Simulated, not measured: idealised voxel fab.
Herein follows the process module entitled voxel transistor to metal.
Shown is cross-section cut, with a width of 150 nm and square cells of size 5 nm.
Throughout this document, each cross-section is represented as a grid of square cells and is presented as a sequence of bands enumerated from the top downward, where a band comprises one or more rows of cells.
In this notation a band is specified by the heights of its top and bottom, in that order and in nm, after which its materials appear from left to right, each paired with its width in nm. The word "full width" attached to a single material means that material fills the band from edge to edge; the word "air" stands for empty space.
The level at which height equals 0 is the one under which the wafer, as it arrives, is entirely one material. No lower edge exists for the bottom band, which continues downward and is notated as in "0..down".
Think of "30->40" as a width that walks from the first number to the second as you go down the band, top row to bottom row, taking equal-sized steps from row to row.
A step reported as "no modification" is a step in which no cell of the cross-section changed.
Voids not open to the top, 8 cells minimum: see "Trapped voids". Written width x height at distance; distance is from the left edge; nm.
That trailing text on a step's line, after the settings, is the simulator's own remark on the step.
overlay nm: for a step with a mask, the amount by which the mask lay right of where it was planned; a negative amount means left of it.
# Intended process steps
1. RECEIVE with material Si
2. OXIDIZE with depth nm 5
3. CONFORMAL_DEP with material SiN, thk nm 10
4. MASKED_ETCH with tone cover, mask id ACTIVE, width nm 105, etch materials SiN, depth nm 10, overlay nm 0
5. MASKED_ETCH with tone cover, mask id ACTIVE, width nm 105, etch materials SiO2, depth nm 5, overlay nm 0
6. MASKED_ETCH with tone cover, mask id ACTIVE, width nm 105, etch materials Si, depth nm 25, overlay nm 0
7. FILL_DEP with material SiO2, thk nm 15
8. CMP with height nm 10
9. SELECTIVE_ETCH with etch materials SiO2, depth nm 10
10. STRIP with etch materials SiN
11. SELECTIVE_ETCH with etch materials SiO2, depth nm 5
12. OXIDIZE with depth nm 5
13. DIRECTIONAL_DEP with material polySi, thk nm 20
14. DIRECTIONAL_DEP with material SiCN, thk nm 10
15. PATTERN with tone cover, mask id GATE, material resist, width nm 15, thk nm 15, overlay nm 0
16. DIRECTIONAL_ETCH with etch materials SiCN, depth nm 20
17. DIRECTIONAL_ETCH with etch materials polySi, depth nm 30
18. STRIP with etch materials resist
19. CONFORMAL_DEP with material SiO2, thk nm 5
20. DIRECTIONAL_ETCH with etch materials SiO2, depth nm 5
21. CONFORMAL_DEP with material SiN, thk nm 10
22. DIRECTIONAL_ETCH with etch materials SiN, depth nm 10
23. DIRECTIONAL_ETCH with etch materials SiO2, depth nm 5
24. DIRECTIONAL_ETCH with etch materials Si, depth nm 5
25. EPI with material SiGe, thk nm 5
26. FILL_DEP with material SiO2, thk nm 5
27. CMP with height nm 25
28. DIRECTIONAL_DEP with material SiO2, thk nm 10
29. DIRECTIONAL_DEP with material aC, thk nm 15
30. PATTERN with tone open, mask id CONTACT, material resist, width nm 30, pitch nm 55, thk nm 35, overlay nm 0
31. DIRECTIONAL_ETCH with etch materials aC, depth nm 15
32. STRIP with etch materials resist
33. DIRECTIONAL_ETCH with etch materials SiO2, depth nm 45
34. STRIP with etch materials aC
35. CONFORMAL_DEP with material TiN, thk nm 5
36. FILL_DEP with material W, thk nm 5
37. CMP with height nm 35
38. DIRECTIONAL_DEP with material TiN, thk nm 5
39. DIRECTIONAL_DEP with material Ru, thk nm 15
40. PATTERN with tone cover, mask id METAL_1, material resist, width nm 15, pitch nm 70, thk nm 20, overlay nm 0
41. DIRECTIONAL_ETCH with etch materials Ru, depth nm 15
42. DIRECTIONAL_ETCH with etch materials TiN, depth nm 5
43. STRIP with etch materials resist
44. CONFORMAL_DEP with material SiCN, thk nm 5
45. FILL_DEP with material lowk, thk nm 10
46. CMP with height nm 55
47. CONFORMAL_DEP with material SiCN, thk nm 5
48. DIRECTIONAL_DEP with material SiO2, thk nm 35
49. PATTERN with tone open, mask id METAL_2, material resist, width nm 15, pitch nm 70, thk nm 20, overlay nm 0
50. DIRECTIONAL_ETCH with etch materials SiO2, depth nm 20
51. STRIP with etch materials resist
52. DIRECTIONAL_DEP with material aC, thk nm 10
53. PATTERN with tone open, mask id METAL_2_HOLES, material resist, width nm 15, pitch nm 70, thk nm 30, overlay nm 0
54. DIRECTIONAL_ETCH with etch materials aC, depth nm 10
55. STRIP with etch materials resist
56. DIRECTIONAL_ETCH with etch materials SiO2, depth nm 15
57. DIRECTIONAL_ETCH with etch materials SiCN, depth nm 5
58. STRIP with etch materials aC
59. CONFORMAL_DEP with material TiN, thk nm 5
60. FILL_DEP with material Cu, thk nm 5
61. CMP with height nm 95
62. CONFORMAL_DEP with material SiCN, thk nm 5
# Cross-section: wafer on arrival = after step 1
  0..down  Si full width
  Trapped voids: none
# The first of two wafers, cross-sectioned at the end of the module, with the run proceeding as planned
  100..95  SiCN full width
  95..60  SiO2 30 | TiN 5 | Cu 5 | TiN 5 | SiO2 55 | TiN 5 | Cu 5 | TiN 5 | SiO2 35
  60..55  SiCN 30 | TiN 15 | SiCN 55 | TiN 15 | SiCN 35
  55..40  lowk 25 | SiCN 5 | Ru 15 | SiCN 5 | lowk 45 | SiCN 5 | Ru 15 | SiCN 5 | lowk 30
  40..35  SiCN 30 | TiN 15 | SiCN 55 | TiN 15 | SiCN 35
  35..25  SiO2 30 | TiN 5 | W 20->10 | TiN 5->15 | SiO2 25 | TiN 5->15 | W 20->10 | TiN 5 | SiO2 35
  25..15  SiO2 30 | TiN 5 | W 10 | TiN 5 | SiN 10 | SiO2 5 | SiCN 15 | SiO2 5 | SiN 10 | TiN 5 | W 10 | TiN 5 | SiO2 35
  15..0  SiO2 30 | TiN 5 | W 10 | TiN 5 | SiN 10 | SiO2 5 | polySi 15 | SiO2 5 | SiN 10 | TiN 5 | W 10 | TiN 5 | SiO2 35
  0..-5  SiO2 30 | TiN 5 | W 5 | TiN 10 | SiN 10 | SiO2 5 | polySi 15 | SiO2 5 | SiN 10 | TiN 10 | W 5 | TiN 5 | SiO2 35
  -5..-10  SiO2 30 | TiN 15 | SiGe 5 | SiO2 45 | SiGe 5 | TiN 15 | SiO2 35
  -10..-15  SiO2 20 | SiGe 30 | Si 45 | SiGe 30 | SiO2 25
  -15..-30  SiO2 20 | Si 105 | SiO2 25
  -30..down  Si full width
  Trapped voids: none
# Cross-section of the latter of the two wafers at module completion. It had an identical start and an identical plan to the former; in running it, one mistake was made
  100..95  SiCN full width
  95..60  SiO2 30 | TiN 5 | Cu 5 | TiN 5 | SiO2 55 | TiN 5 | Cu 5 | TiN 5 | SiO2 35
  60..55  SiCN 30 | TiN 15 | SiCN 55 | TiN 15 | SiCN 35
  55..45  lowk 25 | SiCN 5 | Ru 15 | SiCN 5 | lowk 45 | SiCN 5 | Ru 15 | SiCN 5 | lowk 30
  45..40  SiCN 30 | Ru 15 | SiCN 55 | Ru 15 | SiCN 35
  40..35  SiCN full width
  35..25  SiO2 30 | TiN 5 | W 20->10 | TiN 5->15 | SiO2 25 | TiN 5->15 | W 20->10 | TiN 5 | SiO2 35
  25..15  SiO2 30 | TiN 5 | W 10 | TiN 5 | SiN 10 | SiO2 5 | SiCN 15 | SiO2 5 | SiN 10 | TiN 5 | W 10 | TiN 5 | SiO2 35
  15..0  SiO2 30 | TiN 5 | W 10 | TiN 5 | SiN 10 | SiO2 5 | polySi 15 | SiO2 5 | SiN 10 | TiN 5 | W 10 | TiN 5 | SiO2 35
  0..-5  SiO2 30 | TiN 5 | W 5 | TiN 10 | SiN 10 | SiO2 5 | polySi 15 | SiO2 5 | SiN 10 | TiN 10 | W 5 | TiN 5 | SiO2 35
  -5..-10  SiO2 30 | TiN 15 | SiGe 5 | SiO2 45 | SiGe 5 | TiN 15 | SiO2 35
  -10..-15  SiO2 20 | SiGe 30 | Si 45 | SiGe 30 | SiO2 25
  -15..-30  SiO2 20 | Si 105 | SiO2 25
  -30..down  Si full width
  Trapped voids: none
Plan not followed: step 38 deviated from plan and actually ran as DIRECTIONAL_DEP with material SiCN, thk nm 5
Materials where the second wafer ends with more or fewer cells than the first: 26 more of SiCN, 6 fewer of TiN, 20 fewer of lowk
